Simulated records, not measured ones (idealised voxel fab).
Title: Process Module voxel fin reveal
cross-section cut | 280 nm wide | cells 5 nm
We lay out every cross-section as a grid of square cells and spell it out in bands from the top down, where one band means one or more rows of cells. Band: top height; bottom height; in nm. Then, left to right: material with width in nm, for each material. "edge to edge": a single material spanning edge to edge. "blank": empty space. Convention: height 0 is the level below which the wafer, as received, is all one material. The lowest band does not terminate at the bottom but continues downward, represented as "0 and below". Graded width ("30->40"): value in top row of band = first number; value in bottom row = second number; row-to-row change constant. When a step is marked "all unchanged", none of the cells in the cross-section changed during that step. This entry, "Closed voids list", enumerates those empty regions of no fewer than 8 cells that possess no open connection to the top. Each region is reported in the form width x height at distance, the distance being taken from the left edge, with all three quantities expressed in nm. Whatever follows a step's settings on its line is a remark the simulator itself makes about that step. overlay nm: where the mask lay relative to plan, measured to the right, on steps with a mask; negatives go left.

Intended process steps
1) RECEIVE, material Si
2) CONFORMAL_DEP, material SiN, thk nm 5
3) PATTERN, tone cover, mask id FINS, material resist, width nm 15, pitch nm 40, thk nm 20, overlay nm 0
4) DIRECTIONAL_ETCH, etch materials SiN, depth nm 5
5) DIRECTIONAL_ETCH, etch materials Si, depth nm 40
6) STRIP, etch materials resist
7) OXIDIZE, depth nm 5
8) FILL_DEP, material SiO2, thk nm 15
9) CMP, height nm 5
10) SELECTIVE_ETCH, etch materials SiO2, depth nm 35
11) STRIP, etch materials SiN

First out of two wafers; run went to plan

Wafer at receipt (post step 1), cross-section
  0 and below | Si edge to edge
  Closed voids list: none

How the wafer stands in section after step 2
  5 down to 0 | SiN edge to edge
  below 0: unchanged

How the wafer stands in section after step 3
  25 down to 5 | blank=70 | resist=15 | blank=25 | resist=15 | blank=25 | resist=15 | blank=25 | resist=15 | blank=75
  below 5: unchanged

How the wafer stands in section after step 4
  25 down to 5 | blank=70 | resist=15 | blank=25 | resist=15 | blank=25 | resist=15 | blank=25 | resist=15 | blank=75
  5 down to 0 | blank=70 | SiN=15 | blank=25 | SiN=15 | blank=25 | SiN=15 | blank=25 | SiN=15 | blank=75
  below 0: unchanged

How the wafer stands in section after step 5
  25 down to 5 | blank=70 | resist=15 | blank=25 | resist=15 | blank=25 | resist=15 | blank=25 | resist=15 | blank=75
  5 down to 0 | blank=70 | SiN=15 | blank=25 | SiN=15 | blank=25 | SiN=15 | blank=25 | SiN=15 | blank=75
  0 down to -40 | blank=70 | Si=15 | blank=25 | Si=15 | blank=25 | Si=15 | blank=25 | Si=15 | blank=75
  below -40: unchanged

How the wafer stands in section after step 6
  5 down to 0 | blank=70 | SiN=15 | blank=25 | SiN=15 | blank=25 | SiN=15 | blank=25 | SiN=15 | blank=75
  below 0: unchanged

How the wafer stands in section after step 7
  5 down to 0 | blank=70 | SiN=15 | blank=25 | SiN=15 | blank=25 | SiN=15 | blank=25 | SiN=15 | blank=75
  0 down to -40 | blank=70 | SiO2=5 | Si=5 | SiO2=5 | blank=25 | SiO2=5 | Si=5 | SiO2=5 | blank=25 | SiO2=5 | Si=5 | SiO2=5 | blank=25 | SiO2=5 | Si=5 | SiO2=5 | blank=75
  -40 down to -45 | SiO2=75 | Si=5 | SiO2=35 | Si=5 | SiO2=35 | Si=5 | SiO2=35 | Si=5 | SiO2=80
  below -45: unchanged

How the wafer stands in section after step 8
  20 down to 5 | SiO2 edge to edge
  5 down to 0 | SiO2=70 | SiN=15 | SiO2=25 | SiN=15 | SiO2=25 | SiN=15 | SiO2=25 | SiN=15 | SiO2=75
  0 down to -45 | SiO2=75 | Si=5 | SiO2=35 | Si=5 | SiO2=35 | Si=5 | SiO2=35 | Si=5 | SiO2=80
  below -45: unchanged

How the wafer stands in section after step 9
  5 down to 0 | SiO2=70 | SiN=15 | SiO2=25 | SiN=15 | SiO2=25 | SiN=15 | SiO2=25 | SiN=15 | SiO2=75
  below 0: unchanged

How the wafer stands in section after step 10
  5 down to 0 | blank=70 | SiN=15 | blank=25 | SiN=15 | blank=25 | SiN=15 | blank=25 | SiN=15 | blank=75
  0 down to -30 | blank=75 | Si=5 | blank=35 | Si=5 | blank=35 | Si=5 | blank=35 | Si=5 | blank=80
  below -30: unchanged

How the wafer stands in section after step 11
  0 down to -30 | blank=75 | Si=5 | blank=35 | Si=5 | blank=35 | Si=5 | blank=35 | Si=5 | blank=80
  below -30: unchanged

Wafer two: like wafer one in start and plan, but with one mistake in execution; identical up to and including step 9

Cross-section, second wafer, at the end time the plan gives for step 10
  5 down to 0 | blank=70 | SiN=15 | blank=25 | SiN=15 | blank=25 | SiN=15 | blank=25 | SiN=15 | blank=75
  0 down to -45 | blank=75 | Si=5 | blank=35 | Si=5 | blank=35 | Si=5 | blank=35 | Si=5 | blank=80
  below -45: unchanged

Cross-section, second wafer, at the end time the plan gives for step 11
  0 down to -45 | blank=75 | Si=5 | blank=35 | Si=5 | blank=35 | Si=5 | blank=35 | Si=5 | blank=80
  below -45: unchanged
What broke from the plan during processing? step 10 of the plan was twice carried out
Wrapping up, a cell-based count of both wafers puts the second over or under the first for these materials: -156 SiO2
